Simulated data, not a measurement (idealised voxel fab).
The following is a process module called voxel double patterning.
cross-section cut | 245 nm wide | cells 5 nm
Each cross-section below is a grid of square cells, stated as bands in top-down order, with one or more rows of cells making up each band.
Basically the band line says how high the top is and how high the bottom is, in nm, and then what's in it from left to right, every material with its width in nm. Empty space shows up as "air", and if a single material carries "throughout" it runs the full band edge to edge.
Heads up on the height convention: 0 is the point under which the incoming wafer is all one material, and the lowest band has no bottom, it just keeps going down, like "z 0 and below".
Top row gets the first number, bottom row gets the second, and each row in between changes by the same step: that is how a band width like "30 to 40" works.
Where a step carries "nothing altered", the cross-section came out of it unchanged, cell for cell.
"Sealed internal cavities": empty spaces of 8 cells or more with no open way to the top, each given as width x height at distance, distance from the left edge, all in nm.
Note: text after step settings on the step line = simulator remark on that step.
Regarding "overlay nm": on a step with a mask, it is the distance the mask lay to the right of its planned place; a negative value places it to the left.

Planned process steps:
1: RECEIVE,material Si
2: CONFORMAL_DEP,material SiO2,thk nm 5
3: DIRECTIONAL_DEP,material polySi,thk nm 15
4: DIRECTIONAL_DEP,material SiN,thk nm 5
5: DIRECTIONAL_DEP,material aC,thk nm 10
6: PATTERN,tone open,mask id FIRST,material resist,width nm 15,pitch nm 50,thk nm 30,overlay nm 0
7: DIRECTIONAL_ETCH,etch materials aC,depth nm 10
8: STRIP,etch materials resist
9: DIRECTIONAL_ETCH,etch materials SiN,depth nm 5
10: STRIP,etch materials aC
11: PATTERN,tone open,mask id SECOND,material resist,width nm 15,thk nm 20,overlay nm 0
12: DIRECTIONAL_ETCH,etch materials SiN,depth nm 5
13: STRIP,etch materials resist
14: DIRECTIONAL_ETCH,etch materials polySi,depth nm 15
15: STRIP,etch materials SiN

Received-state cross-section, reflecting completion of step 1:
> z 0 and below: Si throughout
> Sealed internal cavities: none

Cross-section taken at module completion on the first of two wafers; processed per the plan:
> z 20 to 5: 90 polySi, 15 air, 10 polySi, 15 air, 10 polySi, 15 air, 90 polySi
> z 5 to 0: SiO2 throughout
> z 0 and below: Si throughout
> Sealed internal cavities: none

Second wafer cross-section at end of module - shared start and plan with the first, one mistake in the run:
> z 35 to 20: 90 polySi, 15 air, 10 polySi, 15 air, 10 polySi, 15 air, 90 polySi
> z 20 to 5: polySi throughout
> z 5 to 0: SiO2 throughout
> z 0 and below: Si throughout
> Sealed internal cavities: none
What went wrong in running the wafer? execution of plan step 3 occurred twice
Per the end-of-run cell counts, the second wafer holds more or fewer of some materials than the first: polySi: 147 more
